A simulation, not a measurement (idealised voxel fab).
Documented hereafter: the process module known as voxel ribs on slabs.
The cross-section shown here is cut; it is 140 nm wide and divided into square cells measuring 5 nm on a side.
How to read a cross-section here: the picture is a grid of square cells, written as bands going from the top down, and any band can span one or more rows of cells.
Band: top and bottom heights (nm) first, top before bottom; then materials from left to right, widths in nm. "everywhere" marks a sole material filling the band edge to edge. "blank" denotes empty space.
The reference from which all heights are counted is 0, the level beneath which the as-received wafer is entirely one material; the lowest band, having no lower bound, proceeds downward and is written after the example "0..down".
A two-number width, for instance "30->40", indicates that the width is equal to the first number in the top row of the band and to the second number in the bottom row, and that it changes by a constant amount per row of cells.
No cell of the cross-section changed in a step that is given as "nothing changed".
Enclosed voids (no open way to top), threshold 8 cells or more, entry "Fully sealed cavities", notation width x height at distance, distance from left edge, nm.
If you see something after the settings on a step's line, that's the simulator's own remark about that step.
"overlay nm", when on a step's line for a step with a mask, measures how far to the right of its planned place the mask lay; a negative measure means to the left.

# Process steps foreseen in the plan
- 1: op RECEIVE | material Si
- 2: op DIRECTIONAL_DEP | material SiO2 | thk nm 30
- 3: op DIRECTIONAL_DEP | material polySi | thk nm 15
- 4: op MASKED_ETCH | tone cover | mask id RIB | width nm 30 | etch materials polySi | depth nm 5 | overlay nm 0
- 5: op PATTERN | tone cover | mask id SLAB | material resist | width nm 90 | thk nm 15 | overlay nm 0
- 6: op DIRECTIONAL_ETCH | etch materials polySi | depth nm 10
- 7: op STRIP | etch materials resist
- 8: op FILL_DEP | material SiO2 | thk nm 30
- 9: op CMP | height nm 65
- 10: op DIRECTIONAL_DEP | material W | thk nm 10
- 11: op PATTERN | tone cover | mask id HEATER | material resist | width nm 40 | thk nm 15 | overlay nm 0
- 12: op DIRECTIONAL_ETCH | etch materials W | depth nm 10
- 13: op STRIP | etch materials resist
- 14: op CONFORMAL_DEP | material SiO2 | thk nm 10

# So this is the incoming wafer in cross-section - it's already been through step 1
	0..down  Si everywhere
	Fully sealed cavities: none

# Cross-sectional view of the first of the two wafers upon completion of the module, processed in accordance with the plan
	85..75  blank (40), then SiO2 (60), then blank (40)
	75..65  SiO2 (50), then W (40), then SiO2 (50)
	65..45  SiO2 everywhere
	45..40  SiO2 (55), then polySi (30), then SiO2 (55)
	40..30  SiO2 (25), then polySi (90), then SiO2 (25)
	30..0  SiO2 everywhere
	0..down  Si everywhere
	Fully sealed cavities: none

# Cross-section, wafer two of two, end of module: same start and plan as wafer one, one error in execution
	85..75  blank (40), then SiO2 (60), then blank (40)
	75..65  SiO2 (50), then W (40), then SiO2 (50)
	65..0  SiO2 everywhere
	0..down  Si everywhere
	Fully sealed cavities: none
Processing error: step 3 did not happen as planned, as run it was op DIRECTIONAL_DEP | material SiO2 | thk nm 15
Final wafer comparison in cells, second versus first, more or fewer per material: +42 SiO2, -42 polySi
